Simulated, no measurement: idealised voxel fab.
process module | voxel released beams
cross-section cut | 270 nm wide | cells 5 nm
A cross-section is a grid of square cells, given in bands from the top down. A band is one or more rows of cells.
Each band's line starts with the height of the band's top and of its bottom, in nm. Then come its materials from left to right, each with its width in nm. One material with "throughout" fills the band from edge to edge. "air" is empty space.
Height 0 is the level under which the wafer as received is all one material. The lowest band goes on downwards, as in "0 down".
A width such as "30 to 40" changes by the same amount from each row of cells to the next, from the band's top row to its bottom row.
"no change" after a step means that no cell of the cross-section changed.
closed voids: empty space of 8 cells or more with no open way to the top, each as width x height at its distance from the left edge, in nm
after a step's settings: what the simulator itself notes on the step
overlay nm, on a step with a mask: how far to the right of its planned place the mask lay; to the left if negative
plan
1 op RECEIVE | material Si
2 op CONFORMAL_DEP | material SiN | thk nm 10
3 op DIRECTIONAL_DEP | material SiO2 | thk nm 20
4 op MASKED_ETCH | tone open | mask id ANCHOR | width nm 30 | etch materials SiO2 | depth nm 20 | overlay nm 0
5 op CONFORMAL_DEP | material polySi | thk nm 10
6 op DIRECTIONAL_DEP | material aC | thk nm 10
7 op PATTERN | tone cover | mask id BEAM | material resist | width nm 90 | thk nm 25 | overlay nm 0
8 op DIRECTIONAL_ETCH | etch materials aC | depth nm 10
9 op STRIP | etch materials resist
10 op DIRECTIONAL_ETCH | etch materials polySi | depth nm 10
11 op STRIP | etch materials aC
12 op STRIP | etch materials SiO2
as received, after step 1
  0 down: Si throughout
  closed voids: none
a wafer at the end: this start, this plan, one mistake
  20 to 10: air 85 | polySi 90 | air 95
  10 to 0: SiN throughout
  0 down: Si throughout
  closed voids: none
what went wrong: step 3 was left out
